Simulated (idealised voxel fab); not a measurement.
Herein follows the process module entitled voxel ribs on slabs.
Pictured: cross-section cut, 155 nm wide, on a grid of 5 nm square cells.
Heads up, the way a cross-section reads in here is a grid of square cells, handed over as bands from the top down, with every band being one or more rows of cells.
Read a band's entry like this: the first values are the height of its top and the height of its bottom in nm, and what follows is the sequence of materials from left to right, each with its width in nm. Note that "empty" is empty space, and that a single material marked "everywhere" reaches across the band from edge to edge.
Heights are reckoned from 0. Under this level, the received wafer is all of one material. The bottommost band is open-ended downward, for example "top 0, no bottom".
Top row gets the first number, bottom row gets the second, and each row in between changes by the same step: that is how a band width like "30 to 40" works.
For the purposes of this document, the phrase "remains unaltered" attached to a step denotes that no cell within the cross-section was modified by that step.
Heads up: "Closed-off voids" only lists the empty pockets with no open path to the top that are 8 cells or more, and it writes them as width x height at distance, distance from the left edge, in nm.
If you see something after the settings on a step's line, that's the simulator's own remark about that step.
"overlay nm" denotes, for a step that has a mask, the displacement of the mask to the right of its planned place, with negative values corresponding to the left.
How should the pairs below be read? Each gives the cross-section before one process step and the cross-section after it, the latter drawn only to the lowest band that changed; the step that lies between them, with its settings, appears under the pair. Does a pair pick up where the pair above left off? Only where its entry headed "Incoming profile" says so, since pairs can come from different runs of this module on the same starting wafer.

# Incoming profile
* top 0, no bottom = Si everywhere
* Closed-off voids: none

# Post-Process Section
* top 30, bottom 0 = SiO2 everywhere
* Below a height of 0, the structure has not been altered.
* Closed-off voids: none
Process step separating the two views above: DIRECTIONAL_DEP | material SiO2 | thk nm 30

Incoming profile: no separate figure, the pair right above already shows it after its step.

# Post-Process Section
* top 50, bottom 30 = SiN everywhere
* Below a height of 30, the structure has not been altered.
* Closed-off voids: none
Process step separating the two views above: DIRECTIONAL_DEP | material SiN | thk nm 20

Incoming profile: no separate figure, the pair right above already shows it after its step.

# Post-Process Section
* top 50, bottom 35 = 65 nm empty, 20 nm SiN, 70 nm empty
* Below a height of 35, the structure has not been altered.
* Closed-off voids: none
Process step separating the two views above: MASKED_ETCH | tone cover | mask id RIB | width nm 20 | etch materials SiN | depth nm 15 | overlay nm 0

Incoming profile: no separate figure, the pair right above already shows it after its step.

# Post-Process Section
* top 50, bottom 35 = 65 nm empty, 20 nm SiN, 70 nm empty
* top 35, bottom 30 = 50 nm empty, 50 nm SiN, 55 nm empty
* Below a height of 30, the structure has not been altered.
* Closed-off voids: none
Process step separating the two views above: MASKED_ETCH | tone cover | mask id SLAB | width nm 50 | etch materials SiN | depth nm 5 | overlay nm 0

Incoming profile: no separate figure, the pair right above already shows it after its step.

# Post-Process Section
* top 75, bottom 50 = SiO2 everywhere
* top 50, bottom 35 = 65 nm SiO2, 20 nm SiN, 70 nm SiO2
* top 35, bottom 30 = 50 nm SiO2, 50 nm SiN, 55 nm SiO2
* Below a height of 30, the structure has not been altered.
* Closed-off voids: none
Process step separating the two views above: FILL_DEP | material SiO2 | thk nm 25

Incoming profile: no separate figure, the pair right above already shows it after its step.

# Post-Process Section
* top 65, bottom 50 = SiO2 everywhere
* Below a height of 50, the structure has not been altered.
* Closed-off voids: none
Process step separating the two views above: CMP | height nm 65

Incoming profile: no separate figure, the pair right above already shows it after its step.

# Post-Process Section
* top 75, bottom 65 = TiN everywhere
* Below a height of 65, the structure has not been altered.
* Closed-off voids: none
Process step separating the two views above: DIRECTIONAL_DEP | material TiN | thk nm 10

Incoming profile: no separate figure, the pair right above already shows it after its step.

# Post-Process Section
* top 95, bottom 75 = 60 nm empty, 30 nm resist, 65 nm empty
* Below a height of 75, the structure has not been altered.
* Closed-off voids: none
Process step separating the two views above: PATTERN | tone cover | mask id HEATER | material resist | width nm 30 | thk nm 20 | overlay nm 0

Incoming profile: no separate figure, the pair right above already shows it after its step.

# Post-Process Section
* top 95, bottom 75 = 60 nm empty, 30 nm resist, 65 nm empty
* top 75, bottom 65 = 60 nm empty, 30 nm TiN, 65 nm empty
* Below a height of 65, the structure has not been altered.
* Closed-off voids: none
Process step separating the two views above: DIRECTIONAL_ETCH | etch materials TiN | depth nm 10

Incoming profile: no separate figure, the pair right above already shows it after its step.

# Post-Process Section
* top 75, bottom 65 = 60 nm empty, 30 nm TiN, 65 nm empty
* Below a height of 65, the structure has not been altered.
* Closed-off voids: none
Process step separating the two views above: STRIP | etch materials resist

Incoming profile: no separate figure, the pair right above already shows it after its step.

# Post-Process Section
* top 85, bottom 75 = 50 nm empty, 50 nm SiO2, 55 nm empty
* top 75, bottom 65 = 60 nm SiO2, 30 nm TiN, 65 nm SiO2
* Below a height of 65, the structure has not been altered.
* Closed-off voids: none
Process step separating the two views above: CONFORMAL_DEP | material SiO2 | thk nm 10

# Incoming profile
* top 50, bottom 30 = SiN everywhere
* top 30, bottom 0 = SiO2 everywhere
* top 0, no bottom = Si everywhere
* Closed-off voids: none

# Post-Process Section
* top 70, bottom 30 = SiN everywhere
* Below a height of 30, the structure has not been altered.
* Closed-off voids: none
Process step separating the two views above: DIRECTIONAL_DEP | material SiN | thk nm 20

Incoming profile: no separate figure, the pair right above already shows it after its step.

# Post-Process Section
* top 70, bottom 55 = 65 nm empty, 20 nm SiN, 70 nm empty
* Below a height of 55, the structure has not been altered.
* Closed-off voids: none
Process step separating the two views above: MASKED_ETCH | tone cover | mask id RIB | width nm 20 | etch materials SiN | depth nm 15 | overlay nm 0

Incoming profile: no separate figure, the pair right above already shows it after its step.

# Post-Process Section
* top 70, bottom 55 = 65 nm empty, 20 nm SiN, 70 nm empty
* top 55, bottom 50 = 50 nm empty, 50 nm SiN, 55 nm empty
* Below a height of 50, the structure has not been altered.
* Closed-off voids: none
Process step separating the two views above: MASKED_ETCH | tone cover | mask id SLAB | width nm 50 | etch materials SiN | depth nm 5 | overlay nm 0

Incoming profile: no separate figure, the pair right above already shows it after its step.

# Post-Process Section
* top 95, bottom 70 = SiO2 everywhere
* top 70, bottom 55 = 65 nm SiO2, 20 nm SiN, 70 nm SiO2
* top 55, bottom 50 = 50 nm SiO2, 50 nm SiN, 55 nm SiO2
* Below a height of 50, the structure has not been altered.
* Closed-off voids: none
Process step separating the two views above: FILL_DEP | material SiO2 | thk nm 25

Incoming profile: no separate figure, the pair right above already shows it after its step.

# Post-Process Section
* top 65, bottom 55 = 65 nm SiO2, 20 nm SiN, 70 nm SiO2
* Below a height of 55, the structure has not been altered.
* Closed-off voids: none
Process step separating the two views above: CMP | height nm 65

Incoming profile: no separate figure, the pair right above already shows it after its step.

# Post-Process Section
* top 75, bottom 65 = TiN everywhere
* Below a height of 65, the structure has not been altered.
* Closed-off voids: none
Process step separating the two views above: DIRECTIONAL_DEP | material TiN | thk nm 10

Incoming profile: no separate figure, the pair right above already shows it after its step.

# Post-Process Section
* top 95, bottom 75 = 60 nm empty, 30 nm resist, 65 nm empty
* Below a height of 75, the structure has not been altered.
* Closed-off voids: none
Process step separating the two views above: PATTERN | tone cover | mask id HEATER | material resist | width nm 30 | thk nm 20 | overlay nm 0

Incoming profile: no separate figure, the pair right above already shows it after its step.

# Post-Process Section
* top 95, bottom 75 = 60 nm empty, 30 nm resist, 65 nm empty
* top 75, bottom 65 = 60 nm empty, 30 nm TiN, 65 nm empty
* Below a height of 65, the structure has not been altered.
* Closed-off voids: none
Process step separating the two views above: DIRECTIONAL_ETCH | etch materials TiN | depth nm 10

Incoming profile: no separate figure, the pair right above already shows it after its step.

# Post-Process Section
* top 75, bottom 65 = 60 nm empty, 30 nm TiN, 65 nm empty
* Below a height of 65, the structure has not been altered.
* Closed-off voids: none
Process step separating the two views above: STRIP | etch materials resist

Incoming profile: no separate figure, the pair right above already shows it after its step.

# Post-Process Section
* top 85, bottom 75 = 50 nm empty, 50 nm SiO2, 55 nm empty
* top 75, bottom 65 = 60 nm SiO2, 30 nm TiN, 65 nm SiO2
* Below a height of 65, the structure has not been altered.
* Closed-off voids: none
Process step separating the two views above: CONFORMAL_DEP | material SiO2 | thk nm 10

# Incoming profile
* top 0, no bottom = Si everywhere
* Closed-off voids: none

# Post-Process Section
* top 20, bottom 0 = SiN everywhere
* Below a height of 0, the structure has not been altered.
* Closed-off voids: none
Process step separating the two views above: DIRECTIONAL_DEP | material SiN | thk nm 20

Incoming profile: no separate figure, the pair right above already shows it after its step.

# Post-Process Section
* top 50, bottom 20 = SiO2 everywhere
* Below a height of 20, the structure has not been altered.
* Closed-off voids: none
Process step separating the two views above: DIRECTIONAL_DEP | material SiO2 | thk nm 30

Incoming profile: no separate figure, the pair right above already shows it after its step.

# Post-Process Section
* top 75, bottom 20 = SiO2 everywhere
* Below a height of 20, the structure has not been altered.
* Closed-off voids: none
Process step separating the two views above: FILL_DEP | material SiO2 | thk nm 25

Incoming profile: no separate figure, the pair right above already shows it after its step.

# Post-Process Section
* top 65, bottom 20 = SiO2 everywhere
* Below a height of 20, the structure has not been altered.
* Closed-off voids: none
Process step separating the two views above: CMP | height nm 65

Incoming profile: no separate figure, the pair right above already shows it after its step.

# Post-Process Section
* top 75, bottom 65 = TiN everywhere
* Below a height of 65, the structure has not been altered.
* Closed-off voids: none
Process step separating the two views above: DIRECTIONAL_DEP | material TiN | thk nm 10

Incoming profile: no separate figure, the pair right above already shows it after its step.

# Post-Process Section
* top 95, bottom 75 = 60 nm empty, 30 nm resist, 65 nm empty
* Below a height of 75, the structure has not been altered.
* Closed-off voids: none
Process step separating the two views above: PATTERN | tone cover | mask id HEATER | material resist | width nm 30 | thk nm 20 | overlay nm 0

Incoming profile: no separate figure, the pair right above already shows it after its step.

# Post-Process Section
* top 95, bottom 75 = 60 nm empty, 30 nm resist, 65 nm empty
* top 75, bottom 65 = 60 nm empty, 30 nm TiN, 65 nm empty
* Below a height of 65, the structure has not been altered.
* Closed-off voids: none
Process step separating the two views above: DIRECTIONAL_ETCH | etch materials TiN | depth nm 10

Incoming profile: no separate figure, the pair right above already shows it after its step.

# Post-Process Section
* top 75, bottom 65 = 60 nm empty, 30 nm TiN, 65 nm empty
* Below a height of 65, the structure has not been altered.
* Closed-off voids: none
Process step separating the two views above: STRIP | etch materials resist

Incoming profile: no separate figure, the pair right above already shows it after its step.

# Post-Process Section
* top 85, bottom 75 = 50 nm empty, 50 nm SiO2, 55 nm empty
* top 75, bottom 65 = 60 nm SiO2, 30 nm TiN, 65 nm SiO2
* Below a height of 65, the structure has not been altered.
* Closed-off voids: none
Process step separating the two views above: CONFORMAL_DEP | material SiO2 | thk nm 10

# Incoming profile
* top 95, bottom 75 = 60 nm empty, 30 nm resist, 65 nm empty
* top 75, bottom 65 = TiN everywhere
* top 65, bottom 50 = SiO2 everywhere
* top 50, bottom 35 = 65 nm SiO2, 20 nm SiN, 70 nm SiO2
* top 35, bottom 30 = 50 nm SiO2, 50 nm SiN, 55 nm SiO2
* top 30, bottom 0 = SiO2 everywhere
* top 0, no bottom = Si everywhere
* Closed-off voids: none

# Post-Process Section
* top 95, bottom 75 = 60 nm empty, 30 nm resist, 65 nm empty
* top 75, bottom 70 = 60 nm empty, 30 nm TiN, 65 nm empty
* Below a height of 70, the structure has not been altered.
* Closed-off voids: none
Process step separating the two views above: DIRECTIONAL_ETCH | etch materials TiN | depth nm 5

Incoming profile: no separate figure, the pair right above already shows it after its step.

# Post-Process Section
* top 75, bottom 70 = 60 nm empty, 30 nm TiN, 65 nm empty
* Below a height of 70, the structure has not been altered.
* Closed-off voids: none
Process step separating the two views above: STRIP | etch materials resist

Incoming profile: no separate figure, the pair right above already shows it after its step.

# Post-Process Section
* top 85, bottom 80 = 50 nm empty, 50 nm SiO2, 55 nm empty
* top 80, bottom 75 = SiO2 everywhere
* top 75, bottom 70 = 60 nm SiO2, 30 nm TiN, 65 nm SiO2
* Below a height of 70, the structure has not been altered.
* Closed-off voids: none
Process step separating the two views above: CONFORMAL_DEP | material SiO2 | thk nm 10

# Incoming profile
* top 50, bottom 35 = 65 nm empty, 20 nm SiN, 70 nm empty
* top 35, bottom 30 = SiN everywhere
* top 30, bottom 0 = SiO2 everywhere
* top 0, no bottom = Si everywhere
* Closed-off voids: none

# Post-Process Section
* top 50, bottom 35 = 65 nm empty, 20 nm SiN, 70 nm empty
* top 35, bottom 30 = 55 nm empty, 45 nm SiN, 55 nm empty
* Below a height of 30, the structure has not been altered.
* Closed-off voids: none
Process step separating the two views above: MASKED_ETCH | tone cover | mask id SLAB | width nm 45 | etch materials SiN | depth nm 5 | overlay nm 0

Incoming profile: no separate figure, the pair right above already shows it after its step.

# Post-Process Section
* top 75, bottom 50 = SiO2 everywhere
* top 50, bottom 35 = 65 nm SiO2, 20 nm SiN, 70 nm SiO2
* top 35, bottom 30 = 55 nm SiO2, 45 nm SiN, 55 nm SiO2
* Below a height of 30, the structure has not been altered.
* Closed-off voids: none
Process step separating the two views above: FILL_DEP | material SiO2 | thk nm 25

Incoming profile: no separate figure, the pair right above already shows it after its step.

# Post-Process Section
* top 65, bottom 50 = SiO2 everywhere
* Below a height of 50, the structure has not been altered.
* Closed-off voids: none
Process step separating the two views above: CMP | height nm 65

Incoming profile: no separate figure, the pair right above already shows it after its step.

# Post-Process Section
* top 75, bottom 65 = TiN everywhere
* Below a height of 65, the structure has not been altered.
* Closed-off voids: none
Process step separating the two views above: DIRECTIONAL_DEP | material TiN | thk nm 10

Incoming profile: no separate figure, the pair right above already shows it after its step.

# Post-Process Section
* top 95, bottom 75 = 60 nm empty, 30 nm resist, 65 nm empty
* Below a height of 75, the structure has not been altered.
* Closed-off voids: none
Process step separating the two views above: PATTERN | tone cover | mask id HEATER | material resist | width nm 30 | thk nm 20 | overlay nm 0

Incoming profile: no separate figure, the pair right above already shows it after its step.

# Post-Process Section
* top 95, bottom 75 = 60 nm empty, 30 nm resist, 65 nm empty
* top 75, bottom 65 = 60 nm empty, 30 nm TiN, 65 nm empty
* Below a height of 65, the structure has not been altered.
* Closed-off voids: none
Process step separating the two views above: DIRECTIONAL_ETCH | etch materials TiN | depth nm 10

Incoming profile: no separate figure, the pair right above already shows it after its step.

# Post-Process Section
* top 75, bottom 65 = 60 nm empty, 30 nm TiN, 65 nm empty
* Below a height of 65, the structure has not been altered.
* Closed-off voids: none
Process step separating the two views above: STRIP | etch materials resist

Incoming profile: no separate figure, the pair right above already shows it after its step.

# Post-Process Section
* top 85, bottom 75 = 50 nm empty, 50 nm SiO2, 55 nm empty
* top 75, bottom 65 = 60 nm SiO2, 30 nm TiN, 65 nm SiO2
* Below a height of 65, the structure has not been altered.
* Closed-off voids: none
Process step separating the two views above: CONFORMAL_DEP | material SiO2 | thk nm 10

# Incoming profile
* top 50, bottom 30 = SiN everywhere
* top 30, bottom 0 = SiO2 everywhere
* top 0, no bottom = Si everywhere
* Closed-off voids: none

# Post-Process Section
* top 50, bottom 35 = 55 nm empty, 20 nm SiN, 80 nm empty
* Below a height of 35, the structure has not been altered.
* Closed-off voids: none
Process step separating the two views above: MASKED_ETCH | tone cover | mask id RIB | width nm 20 | etch materials SiN | depth nm 15 | overlay nm -10

Incoming profile: no separate figure, the pair right above already shows it after its step.

# Post-Process Section
* top 50, bottom 35 = 55 nm empty, 20 nm SiN, 80 nm empty
* top 35, bottom 30 = 50 nm empty, 50 nm SiN, 55 nm empty
* Below a height of 30, the structure has not been altered.
* Closed-off voids: none
Process step separating the two views above: MASKED_ETCH | tone cover | mask id SLAB | width nm 50 | etch materials SiN | depth nm 5 | overlay nm 0

Incoming profile: no separate figure, the pair right above already shows it after its step.

# Post-Process Section
* top 75, bottom 50 = SiO2 everywhere
* top 50, bottom 35 = 55 nm SiO2, 20 nm SiN, 80 nm SiO2
* top 35, bottom 30 = 50 nm SiO2, 50 nm SiN, 55 nm SiO2
* Below a height of 30, the structure has not been altered.
* Closed-off voids: none
Process step separating the two views above: FILL_DEP | material SiO2 | thk nm 25

Incoming profile: no separate figure, the pair right above already shows it after its step.

# Post-Process Section
* top 65, bottom 50 = SiO2 everywhere
* Below a height of 50, the structure has not been altered.
* Closed-off voids: none
Process step separating the two views above: CMP | height nm 65

Incoming profile: no separate figure, the pair right above already shows it after its step.

# Post-Process Section
* top 75, bottom 65 = TiN everywhere
* Below a height of 65, the structure has not been altered.
* Closed-off voids: none
Process step separating the two views above: DIRECTIONAL_DEP | material TiN | thk nm 10

Incoming profile: no separate figure, the pair right above already shows it after its step.

# Post-Process Section
* top 95, bottom 75 = 60 nm empty, 30 nm resist, 65 nm empty
* Below a height of 75, the structure has not been altered.
* Closed-off voids: none
Process step separating the two views above: PATTERN | tone cover | mask id HEATER | material resist | width nm 30 | thk nm 20 | overlay nm 0

Incoming profile: no separate figure, the pair right above already shows it after its step.

# Post-Process Section
* top 95, bottom 75 = 60 nm empty, 30 nm resist, 65 nm empty
* top 75, bottom 65 = 60 nm empty, 30 nm TiN, 65 nm empty
* Below a height of 65, the structure has not been altered.
* Closed-off voids: none
Process step separating the two views above: DIRECTIONAL_ETCH | etch materials TiN | depth nm 10

Incoming profile: no separate figure, the pair right above already shows it after its step.

# Post-Process Section
* top 75, bottom 65 = 60 nm empty, 30 nm TiN, 65 nm empty
* Below a height of 65, the structure has not been altered.
* Closed-off voids: none
Process step separating the two views above: STRIP | etch materials resist

Incoming profile: no separate figure, the pair right above already shows it after its step.

# Post-Process Section
* top 85, bottom 75 = 50 nm empty, 50 nm SiO2, 55 nm empty
* top 75, bottom 65 = 60 nm SiO2, 30 nm TiN, 65 nm SiO2
* Below a height of 65, the structure has not been altered.
* Closed-off voids: none
Process step separating the two views above: CONFORMAL_DEP | material SiO2 | thk nm 10

# Incoming profile
* top 65, bottom 50 = SiO2 everywhere
* top 50, bottom 35 = 65 nm SiO2, 20 nm SiN, 70 nm SiO2
* top 35, bottom 30 = 50 nm SiO2, 50 nm SiN, 55 nm SiO2
* top 30, bottom 0 = SiO2 everywhere
* top 0, no bottom = Si everywhere
* Closed-off voids: none

# Post-Process Section
* top 75, bottom 50 = SiO2 everywhere
* Below a height of 50, the structure has not been altered.
* Closed-off voids: none
Process step separating the two views above: DIRECTIONAL_DEP | material SiO2 | thk nm 10

Incoming profile: no separate figure, the pair right above already shows it after its step.

# Post-Process Section
* top 95, bottom 75 = 60 nm empty, 30 nm resist, 65 nm empty
* Below a height of 75, the structure has not been altered.
* Closed-off voids: none
Process step separating the two views above: PATTERN | tone cover | mask id HEATER | material resist | width nm 30 | thk nm 20 | overlay nm 0

Incoming profile: no separate figure, the pair right above already shows it after its step.

# Post-Process Section
* top 75, bottom 50 = SiO2 everywhere
* Below a height of 50, the structure has not been altered.
* Closed-off voids: none
Process step separating the two views above: STRIP | etch materials resist

Incoming profile: no separate figure, the pair right above already shows it after its step.

# Post-Process Section
* top 85, bottom 50 = SiO2 everywhere
* Below a height of 50, the structure has not been altered.
* Closed-off voids: none
Process step separating the two views above: CONFORMAL_DEP | material SiO2 | thk nm 10

# Incoming profile
* top 75, bottom 65 = TiN everywhere
* top 65, bottom 50 = SiO2 everywhere
* top 50, bottom 35 = 65 nm SiO2, 20 nm SiN, 70 nm SiO2
* top 35, bottom 30 = 50 nm SiO2, 50 nm SiN, 55 nm SiO2
* top 30, bottom 0 = SiO2 everywhere
* top 0, no bottom = Si everywhere
* Closed-off voids: none

# Post-Process Section
* top 95, bottom 75 = 60 nm resist, 30 nm empty, 65 nm resist
* Below a height of 75, the structure has not been altered.
* Closed-off voids: none
Process step separating the two views above: PATTERN | tone open | mask id HEATER | material resist | width nm 30 | thk nm 20 | overlay nm 0

Incoming profile: no separate figure, the pair right above already shows it after its step.

# Post-Process Section
* top 95, bottom 75 = 60 nm resist, 30 nm empty, 65 nm resist
* top 75, bottom 65 = 60 nm TiN, 30 nm empty, 65 nm TiN
* Below a height of 65, the structure has not been altered.
* Closed-off voids: none
Process step separating the two views above: DIRECTIONAL_ETCH | etch materials TiN | depth nm 10

Incoming profile: no separate figure, the pair right above already shows it after its step.

# Post-Process Section
* top 75, bottom 65 = 60 nm TiN, 30 nm empty, 65 nm TiN
* Below a height of 65, the structure has not been altered.
* Closed-off voids: none
Process step separating the two views above: STRIP | etch materials resist

Incoming profile: no separate figure, the pair right above already shows it after its step.

# Post-Process Section
* top 85, bottom 75 = 70 nm SiO2, 10 nm empty, 75 nm SiO2
* top 75, bottom 65 = 60 nm TiN, 30 nm SiO2, 65 nm TiN
* Below a height of 65, the structure has not been altered.
* Closed-off voids: none
Process step separating the two views above: CONFORMAL_DEP | material SiO2 | thk nm 10
